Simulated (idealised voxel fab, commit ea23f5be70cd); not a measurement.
This section sets out a process module, namely voxel air gaps.
Displayed cross-section: cut, width of 290 nm, square cells sized 5 nm.
Cross-section = grid of square cells, listed top down in bands; band = one or more rows. What a band's entry tells you: where the top is and where the bottom is, as heights in nm, and after that what lies inside, material by material from left to right, each with its width in nm. Empty space is written as the word "empty", and a single material marked with the word "throughout" occupies the band from edge to edge. Convention: height 0 is the level below which the wafer, as received, is all one material. The lowest band does not terminate at the bottom but continues downward, represented as "0..down". When a width is written as two numbers, as in "30->40", the first number is the width in the top row of cells of the band and the second is the width in its bottom row, and the width changes by the same amount from each row to the next. A step reported as "no change" is a step in which no cell of the cross-section changed. The label "Catalogued sealed voids" introduces a list of the empty spaces, 8 cells or larger, that have no open way up to the top; each entry in it reads width x height at distance, where the distance is taken from the left edge and all three are stated in nm. Heads up: the bit after the settings on a step's line is the simulator's remark on that step. "overlay nm" on a masked step: distance the mask lay right of its planned place, negative for left.
Planned step list for the process
1: RECEIVE with material Si
2: CONFORMAL_DEP with material SiO2, thk nm 10
3: CONFORMAL_DEP with material SiCN, thk nm 5
4: DIRECTIONAL_DEP with material lowk, thk nm 40
5: PATTERN with tone open, mask id LINES, material resist, width nm 15, pitch nm 40, thk nm 15, overlay nm 0
6: DIRECTIONAL_ETCH with etch materials lowk, depth nm 40
7: STRIP with etch materials resist
8: CONFORMAL_DEP with material TiN, thk nm 5
9: FILL_DEP with material Ru, thk nm 10
10: CMP with height nm 55
11: EPI with material Ru, thk nm 10
12: SELECTIVE_ETCH with etch materials lowk, depth nm 50
13: CONFORMAL_DEP with material SiCN, thk nm 5
Wafer cross-section on receipt, i.e. after step 1
  0..down: Si throughout
  Catalogued sealed voids: none
First of two wafers at the end of the module, shown in cross-section; run carried out as planned
  70..65: 80 empty  125 SiCN  85 empty
  65..55: 80 empty  5 SiCN  35 Ru  5 SiCN  35 Ru  5 SiCN  35 Ru  5 SiCN  85 empty
  55..50: 80 empty  15 SiCN  5 TiN  5 Ru  5 TiN  25 SiCN  5 TiN  5 Ru  5 TiN  25 SiCN  5 TiN  5 Ru  5 TiN  15 SiCN  85 empty
  50..20: 90 empty  5 SiCN  5 TiN  5 Ru  5 TiN  5 SiCN  15 empty  5 SiCN  5 TiN  5 Ru  5 TiN  5 SiCN  15 empty  5 SiCN  5 TiN  5 Ru  5 TiN  5 SiCN  95 empty
  20..15: 95 SiCN  15 TiN  25 SiCN  15 TiN  25 SiCN  15 TiN  100 SiCN
  15..10: SiCN throughout
  10..0: SiO2 throughout
  0..down: Si throughout
  Catalogued sealed voids: 15 x 30 at 115; 15 x 30 at 155
Second wafer at the end: like start, like plan, one mistake
  70..65: 80 empty  130 SiCN  80 empty
  65..55: 80 empty  5 SiCN  120 Ru  5 SiCN  80 empty
  55..50: 80 empty  15 SiCN  5 TiN  10 Ru  5 TiN  20 lowk  5 TiN  10 Ru  5 TiN  20 lowk  5 TiN  10 Ru  5 TiN  15 SiCN  80 empty
  50..20: 90 empty  5 SiCN  5 TiN  10 Ru  5 TiN  20 lowk  5 TiN  10 Ru  5 TiN  20 lowk  5 TiN  10 Ru  5 TiN  5 SiCN  90 empty
  20..15: 95 SiCN  20 TiN  20 lowk  20 TiN  20 lowk  20 TiN  95 SiCN
  15..10: SiCN throughout
  10..0: SiO2 throughout
  0..down: Si throughout
  Catalogued sealed voids: none
Here's what went sideways: the process deviated at step 5: the operation and settings actually run there were PATTERN with tone open, mask id LINES, material resist, width nm 20, pitch nm 40, thk nm 15, overlay nm 0
The final cell counts differ between the wafers, with the second having more or fewer of some materials than the first: Ru: 27 more, SiCN: 48 fewer, TiN: 3 more, lowk: 64 more
Closed voids, final: 2 / 0 (first wafer / second wafer).
